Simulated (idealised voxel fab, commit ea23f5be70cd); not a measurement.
The name of this process module is voxel capacitor over wiring.
cross-section cut | 225 nm wide | cells 5 nm
Square cells in a grid make up a cross-section in this document, and the grid is given as bands, listed from the top down, each one or more rows of cells.
Quick guide to a band line: top height, bottom height (nm) up front; then every material left to right with its width in nm. Only one material and it's marked "full width"? Then it fills the band edge to edge. And "air" just means empty space.
Convention: height 0 is the level below which the wafer, as received, is all one material. The lowest band does not terminate at the bottom but continues downward, represented as "from 0 down".
Width: "30->40" (first number = top row, second number = bottom row, same change from row to row of cells).
Key: "nothing got changed" - step with no changed cell in the cross-section.
Empty spaces without an open route to the top, at least 8 cells in extent, make up the entry "Sealed internal voids"; each is given as width x height at distance, where the distance is measured from the left edge, and all are in nm.
Anything after a step's settings on that line? It's the simulator's own note about the step.
The line of a step may include "overlay nm". On a step with a mask, this value is how far to the right of its planned place the mask lay. A negative value means the mask lay to the left.

PLAN
1. RECEIVE: material Si
2. CONFORMAL_DEP: material SiO2, thk nm 15
3. DIRECTIONAL_DEP: material TiN, thk nm 5
4. DIRECTIONAL_DEP: material W, thk nm 15
5. DIRECTIONAL_DEP: material aC, thk nm 10
6. PATTERN: tone cover, mask id METAL_1, material resist, width nm 30, pitch nm 95, thk nm 30, overlay nm 0
7. DIRECTIONAL_ETCH: etch materials aC, depth nm 10
8. STRIP: etch materials resist
9. DIRECTIONAL_ETCH: etch materials W, depth nm 15
10. DIRECTIONAL_ETCH: etch materials TiN, depth nm 5
11. STRIP: etch materials aC
12. CONFORMAL_DEP: material SiN, thk nm 5
13. FILL_DEP: material lowk, thk nm 10
14. CMP: height nm 35
15. CONFORMAL_DEP: material SiCN, thk nm 5
16. DIRECTIONAL_DEP: material SiO2, thk nm 20
17. PATTERN: tone open, mask id PLUG_1, material resist, width nm 15, thk nm 20, overlay nm 0
18. DIRECTIONAL_ETCH: etch materials SiO2, depth nm 20
19. DIRECTIONAL_ETCH: etch materials SiCN, depth nm 5
20. STRIP: etch materials resist
21. EPI: material Ru, thk nm 10
22. EPI: material Ru, thk nm 10
23. EPI: material Ru, thk nm 5
24. DIRECTIONAL_DEP: material TiN, thk nm 5
25. DIRECTIONAL_DEP: material Al2O3, thk nm 5
26. DIRECTIONAL_DEP: material TiN, thk nm 10
27. PATTERN: tone cover, mask id UPPER_PLATE, material resist, width nm 70, thk nm 20, overlay nm 0
28. DIRECTIONAL_ETCH: etch materials TiN, depth nm 10
29. DIRECTIONAL_ETCH: etch materials Al2O3, depth nm 5
30. STRIP: etch materials resist
31. PATTERN: tone cover, mask id LOWER_PLATE, material resist, width nm 80, thk nm 15, overlay nm 0
32. DIRECTIONAL_ETCH: etch materials TiN, depth nm 5
33. STRIP: etch materials resist
34. FILL_DEP: material SiO2, thk nm 20
35. CMP: height nm 95
36. MASKED_ETCH: tone open, mask id PLUG_2, width nm 15, etch materials SiO2, depth nm 15, overlay nm 0
37. CONFORMAL_DEP: material TiN, thk nm 5
38. FILL_DEP: material W, thk nm 10
39. CMP: height nm 95
40. CONFORMAL_DEP: material SiCN, thk nm 5

FIRST OUT OF TWO WAFERS; RUN WENT TO PLAN

INCOMING WAFER IN CROSS-SECTION (STATE: AFTER STEP 1)
from 0 down = Si full width
Sealed internal voids: none

SECTIONAL VIEW: WAFER, AFTER STEP 2
from 15 to 0 = SiO2 full width
Note: structure below 0 unchanged.

SECTIONAL VIEW: WAFER, AFTER STEP 3
from 20 to 15 = TiN full width
Note: structure below 15 unchanged.

SECTIONAL VIEW: WAFER, AFTER STEP 4
from 35 to 20 = W full width
Note: structure below 20 unchanged.

SECTIONAL VIEW: WAFER, AFTER STEP 5
from 45 to 35 = aC full width
Note: structure below 35 unchanged.

SECTIONAL VIEW: WAFER, AFTER STEP 6
from 75 to 45 = air: 50, then resist: 30, then air: 65, then resist: 30, then air: 50
Note: structure below 45 unchanged.

SECTIONAL VIEW: WAFER, AFTER STEP 7
from 65 to 45 = air: 50, then resist: 30, then air: 65, then resist: 30, then air: 50
from 45 to 35 = air: 50, then aC: 30, then air: 65, then aC: 30, then air: 50
Note: structure below 35 unchanged.

SECTIONAL VIEW: WAFER, AFTER STEP 8
from 45 to 35 = air: 50, then aC: 30, then air: 65, then aC: 30, then air: 50
Note: structure below 35 unchanged.

SECTIONAL VIEW: WAFER, AFTER STEP 9
from 45 to 35 = air: 50, then aC: 30, then air: 65, then aC: 30, then air: 50
from 35 to 20 = air: 50, then W: 30, then air: 65, then W: 30, then air: 50
Note: structure below 20 unchanged.

SECTIONAL VIEW: WAFER, AFTER STEP 10
from 45 to 35 = air: 50, then aC: 30, then air: 65, then aC: 30, then air: 50
from 35 to 20 = air: 50, then W: 30, then air: 65, then W: 30, then air: 50
from 20 to 15 = air: 50, then TiN: 30, then air: 65, then TiN: 30, then air: 50
Note: structure below 15 unchanged.

SECTIONAL VIEW: WAFER, AFTER STEP 11
from 35 to 20 = air: 50, then W: 30, then air: 65, then W: 30, then air: 50
Note: structure below 20 unchanged.

SECTIONAL VIEW: WAFER, AFTER STEP 12
from 40 to 35 = air: 45, then SiN: 40, then air: 55, then SiN: 40, then air: 45
from 35 to 20 = air: 45, then SiN: 5, then W: 30, then SiN: 5, then air: 55, then SiN: 5, then W: 30, then SiN: 5, then air: 45
from 20 to 15 = SiN: 50, then TiN: 30, then SiN: 65, then TiN: 30, then SiN: 50
Note: structure below 15 unchanged.

SECTIONAL VIEW: WAFER, AFTER STEP 13
from 50 to 40 = lowk full width
from 40 to 35 = lowk: 45, then SiN: 40, then lowk: 55, then SiN: 40, then lowk: 45
from 35 to 20 = lowk: 45, then SiN: 5, then W: 30, then SiN: 5, then lowk: 55, then SiN: 5, then W: 30, then SiN: 5, then lowk: 45
Note: structure below 20 unchanged.

SECTIONAL VIEW: WAFER, AFTER STEP 14
from 35 to 20 = lowk: 45, then SiN: 5, then W: 30, then SiN: 5, then lowk: 55, then SiN: 5, then W: 30, then SiN: 5, then lowk: 45
Note: structure below 20 unchanged.

SECTIONAL VIEW: WAFER, AFTER STEP 15
from 40 to 35 = SiCN full width
Note: structure below 35 unchanged.

SECTIONAL VIEW: WAFER, AFTER STEP 16
from 60 to 40 = SiO2 full width
Note: structure below 40 unchanged.

SECTIONAL VIEW: WAFER, AFTER STEP 17
from 80 to 60 = resist: 65, then air: 15, then resist: 145
Note: structure below 60 unchanged.

SECTIONAL VIEW: WAFER, AFTER STEP 18
from 80 to 60 = resist: 65, then air: 15, then resist: 145
from 60 to 40 = SiO2: 65, then air: 15, then SiO2: 145
Note: structure below 40 unchanged.

SECTIONAL VIEW: WAFER, AFTER STEP 19
from 80 to 60 = resist: 65, then air: 15, then resist: 145
from 60 to 40 = SiO2: 65, then air: 15, then SiO2: 145
from 40 to 35 = SiCN: 65, then air: 15, then SiCN: 145
Note: structure below 35 unchanged.

SECTIONAL VIEW: WAFER, AFTER STEP 20
from 60 to 40 = SiO2: 65, then air: 15, then SiO2: 145
Note: structure below 40 unchanged.

SECTIONAL VIEW: WAFER, AFTER STEP 21
from 60 to 45 = SiO2: 65, then air: 15, then SiO2: 145
from 45 to 40 = SiO2: 65, then Ru: 15, then SiO2: 145
from 40 to 35 = SiCN: 65, then Ru: 15, then SiCN: 145
Note: structure below 35 unchanged.

SECTIONAL VIEW: WAFER, AFTER STEP 22
from 60 to 55 = SiO2: 65, then air: 15, then SiO2: 145
from 55 to 40 = SiO2: 65, then Ru: 15, then SiO2: 145
Note: structure below 40 unchanged.

SECTIONAL VIEW: WAFER, AFTER STEP 23
from 60 to 40 = SiO2: 65, then Ru: 15, then SiO2: 145
Note: structure below 40 unchanged.

SECTIONAL VIEW: WAFER, AFTER STEP 24
from 65 to 60 = TiN full width
Note: structure below 60 unchanged.

SECTIONAL VIEW: WAFER, AFTER STEP 25
from 70 to 65 = Al2O3 full width
Note: structure below 65 unchanged.

SECTIONAL VIEW: WAFER, AFTER STEP 26
from 80 to 70 = TiN full width
Note: structure below 70 unchanged.

SECTIONAL VIEW: WAFER, AFTER STEP 27
from 100 to 80 = air: 65, then resist: 70, then air: 90
Note: structure below 80 unchanged.

SECTIONAL VIEW: WAFER, AFTER STEP 28
from 100 to 80 = air: 65, then resist: 70, then air: 90
from 80 to 70 = air: 65, then TiN: 70, then air: 90
Note: structure below 70 unchanged.

SECTIONAL VIEW: WAFER, AFTER STEP 29
from 100 to 80 = air: 65, then resist: 70, then air: 90
from 80 to 70 = air: 65, then TiN: 70, then air: 90
from 70 to 65 = air: 65, then Al2O3: 70, then air: 90
Note: structure below 65 unchanged.

SECTIONAL VIEW: WAFER, AFTER STEP 30
from 80 to 70 = air: 65, then TiN: 70, then air: 90
Note: structure below 70 unchanged.

SECTIONAL VIEW: WAFER, AFTER STEP 31
from 95 to 80 = air: 60, then resist: 80, then air: 85
from 80 to 70 = air: 60, then resist: 5, then TiN: 70, then resist: 5, then air: 85
from 70 to 65 = air: 60, then resist: 5, then Al2O3: 70, then resist: 5, then air: 85
Note: structure below 65 unchanged.

SECTIONAL VIEW: WAFER, AFTER STEP 32
from 95 to 80 = air: 60, then resist: 80, then air: 85
from 80 to 70 = air: 60, then resist: 5, then TiN: 70, then resist: 5, then air: 85
from 70 to 65 = air: 60, then resist: 5, then Al2O3: 70, then resist: 5, then air: 85
from 65 to 60 = air: 60, then TiN: 80, then air: 85
Note: structure below 60 unchanged.

SECTIONAL VIEW: WAFER, AFTER STEP 33
from 80 to 70 = air: 65, then TiN: 70, then air: 90
from 70 to 65 = air: 65, then Al2O3: 70, then air: 90
Note: structure below 65 unchanged.

SECTIONAL VIEW: WAFER, AFTER STEP 34
from 100 to 80 = SiO2 full width
from 80 to 70 = SiO2: 65, then TiN: 70, then SiO2: 90
from 70 to 65 = SiO2: 65, then Al2O3: 70, then SiO2: 90
from 65 to 60 = SiO2: 60, then TiN: 80, then SiO2: 85
Note: structure below 60 unchanged.

SECTIONAL VIEW: WAFER, AFTER STEP 35
from 95 to 80 = SiO2 full width
Note: structure below 80 unchanged.

SECTIONAL VIEW: WAFER, AFTER STEP 36
from 95 to 80 = SiO2: 75, then air: 15, then SiO2: 135
Note: structure below 80 unchanged.

SECTIONAL VIEW: WAFER, AFTER STEP 37
from 100 to 95 = TiN: 80, then air: 5, then TiN: 140
from 95 to 85 = SiO2: 75, then TiN: 5, then air: 5, then TiN: 5, then SiO2: 135
from 85 to 80 = SiO2: 75, then TiN: 15, then SiO2: 135
Note: structure below 80 unchanged.

SECTIONAL VIEW: WAFER, AFTER STEP 38
from 110 to 100 = W full width
from 100 to 95 = TiN: 80, then W: 5, then TiN: 140
from 95 to 85 = SiO2: 75, then TiN: 5, then W: 5, then TiN: 5, then SiO2: 135
Note: structure below 85 unchanged.

SECTIONAL VIEW: WAFER, AFTER STEP 39
from 95 to 85 = SiO2: 75, then TiN: 5, then W: 5, then TiN: 5, then SiO2: 135
Note: structure below 85 unchanged.

SECTIONAL VIEW: WAFER, AFTER STEP 40
from 100 to 95 = SiCN full width
Note: structure below 95 unchanged.

WAFER TWO OF TWO - SAME STARTING POINT, SAME PROCESS PLAN, ONE MISTAKE IN EXECUTION; MATCHES WAFER ONE UP TO AND INCLUDING STEP 15

PLANNED END OF STEP 16: SECOND WAFER, CROSS-SECTION
from 80 to 40 = SiO2 full width
Note: structure below 40 unchanged.

PLANNED END OF STEP 17: SECOND WAFER, CROSS-SECTION
from 100 to 80 = resist: 65, then air: 15, then resist: 145
Note: structure below 80 unchanged.

PLANNED END OF STEP 18: SECOND WAFER, CROSS-SECTION
from 100 to 80 = resist: 65, then air: 15, then resist: 145
from 80 to 60 = SiO2: 65, then air: 15, then SiO2: 145
Note: structure below 60 unchanged.

Planned end of step 19: second wafer, cross-section: nothing got changed

PLANNED END OF STEP 20: SECOND WAFER, CROSS-SECTION
from 80 to 60 = SiO2: 65, then air: 15, then SiO2: 145
Note: structure below 60 unchanged.

Planned end of step 21: second wafer, cross-section: nothing got changed

Planned end of step 22: second wafer, cross-section: nothing got changed

Planned end of step 23: second wafer, cross-section: nothing got changed

PLANNED END OF STEP 24: SECOND WAFER, CROSS-SECTION
from 85 to 80 = TiN: 65, then air: 15, then TiN: 145
from 80 to 65 = SiO2: 65, then air: 15, then SiO2: 145
from 65 to 60 = SiO2: 65, then TiN: 15, then SiO2: 145
Note: structure below 60 unchanged.

PLANNED END OF STEP 25: SECOND WAFER, CROSS-SECTION
from 90 to 85 = Al2O3: 65, then air: 15, then Al2O3: 145
from 85 to 80 = TiN: 65, then air: 15, then TiN: 145
from 80 to 70 = SiO2: 65, then air: 15, then SiO2: 145
from 70 to 65 = SiO2: 65, then Al2O3: 15, then SiO2: 145
Note: structure below 65 unchanged.

PLANNED END OF STEP 26: SECOND WAFER, CROSS-SECTION
from 100 to 90 = TiN: 65, then air: 15, then TiN: 145
from 90 to 85 = Al2O3: 65, then air: 15, then Al2O3: 145
from 85 to 80 = TiN: 65, then air: 15, then TiN: 145
from 80 to 70 = SiO2: 65, then TiN: 15, then SiO2: 145
Note: structure below 70 unchanged.

PLANNED END OF STEP 27: SECOND WAFER, CROSS-SECTION
from 120 to 100 = air: 65, then resist: 70, then air: 90
from 100 to 90 = TiN: 65, then resist: 15, then TiN: 145
from 90 to 85 = Al2O3: 65, then resist: 15, then Al2O3: 145
from 85 to 80 = TiN: 65, then resist: 15, then TiN: 145
Note: structure below 80 unchanged.

PLANNED END OF STEP 28: SECOND WAFER, CROSS-SECTION
from 120 to 100 = air: 65, then resist: 70, then air: 90
from 100 to 90 = air: 65, then resist: 15, then TiN: 55, then air: 90
Note: structure below 90 unchanged.

PLANNED END OF STEP 29: SECOND WAFER, CROSS-SECTION
from 120 to 100 = air: 65, then resist: 70, then air: 90
from 100 to 90 = air: 65, then resist: 15, then TiN: 55, then air: 90
from 90 to 85 = air: 65, then resist: 15, then Al2O3: 55, then air: 90
Note: structure below 85 unchanged.

PLANNED END OF STEP 30: SECOND WAFER, CROSS-SECTION
from 100 to 90 = air: 80, then TiN: 55, then air: 90
from 90 to 85 = air: 80, then Al2O3: 55, then air: 90
from 85 to 80 = TiN: 65, then air: 15, then TiN: 145
Note: structure below 80 unchanged.

PLANNED END OF STEP 31: SECOND WAFER, CROSS-SECTION
from 115 to 100 = air: 60, then resist: 80, then air: 85
from 100 to 90 = air: 60, then resist: 20, then TiN: 55, then resist: 5, then air: 85
from 90 to 85 = air: 60, then resist: 20, then Al2O3: 55, then resist: 5, then air: 85
from 85 to 80 = TiN: 65, then resist: 15, then TiN: 145
Note: structure below 80 unchanged.

PLANNED END OF STEP 32: SECOND WAFER, CROSS-SECTION
from 115 to 100 = air: 60, then resist: 80, then air: 85
from 100 to 90 = air: 60, then resist: 20, then TiN: 55, then resist: 5, then air: 85
from 90 to 85 = air: 60, then resist: 20, then Al2O3: 55, then resist: 5, then air: 85
from 85 to 80 = air: 60, then TiN: 5, then resist: 15, then TiN: 60, then air: 85
Note: structure below 80 unchanged.

PLANNED END OF STEP 33: SECOND WAFER, CROSS-SECTION
from 100 to 90 = air: 80, then TiN: 55, then air: 90
from 90 to 85 = air: 80, then Al2O3: 55, then air: 90
from 85 to 80 = air: 60, then TiN: 5, then air: 15, then TiN: 60, then air: 85
Note: structure below 80 unchanged.

PLANNED END OF STEP 34: SECOND WAFER, CROSS-SECTION
from 120 to 100 = SiO2 full width
from 100 to 90 = SiO2: 80, then TiN: 55, then SiO2: 90
from 90 to 85 = SiO2: 80, then Al2O3: 55, then SiO2: 90
from 85 to 80 = SiO2: 60, then TiN: 5, then SiO2: 15, then TiN: 60, then SiO2: 85
Note: structure below 80 unchanged.

PLANNED END OF STEP 35: SECOND WAFER, CROSS-SECTION
from 95 to 90 = SiO2: 80, then TiN: 55, then SiO2: 90
Note: structure below 90 unchanged.

PLANNED END OF STEP 36: SECOND WAFER, CROSS-SECTION
from 95 to 90 = SiO2: 75, then air: 5, then TiN: 55, then SiO2: 90
from 90 to 85 = SiO2: 75, then air: 5, then Al2O3: 55, then SiO2: 90
from 85 to 80 = SiO2: 60, then TiN: 5, then SiO2: 10, then air: 5, then TiN: 60, then SiO2: 85
Note: structure below 80 unchanged.

PLANNED END OF STEP 37: SECOND WAFER, CROSS-SECTION
from 100 to 95 = TiN full width
from 95 to 90 = SiO2: 75, then TiN: 60, then SiO2: 90
from 90 to 85 = SiO2: 75, then TiN: 5, then Al2O3: 55, then SiO2: 90
from 85 to 80 = SiO2: 60, then TiN: 5, then SiO2: 10, then TiN: 65, then SiO2: 85
Note: structure below 80 unchanged.

PLANNED END OF STEP 38: SECOND WAFER, CROSS-SECTION
from 110 to 100 = W full width
Note: structure below 100 unchanged.

PLANNED END OF STEP 39: SECOND WAFER, CROSS-SECTION
from 95 to 90 = SiO2: 75, then TiN: 60, then SiO2: 90
Note: structure below 90 unchanged.

PLANNED END OF STEP 40: SECOND WAFER, CROSS-SECTION
from 100 to 95 = SiCN full width
Note: structure below 95 unchanged.
Which mistake was made when the wafer was run? the plan's step 16 ran twice
Final tally in cells, some materials are higher or lower on the second wafer than on the first: Ru: 15 fewer; SiCN: 3 more; SiO2: 29 more; TiN: 15 fewer; W: 2 fewer
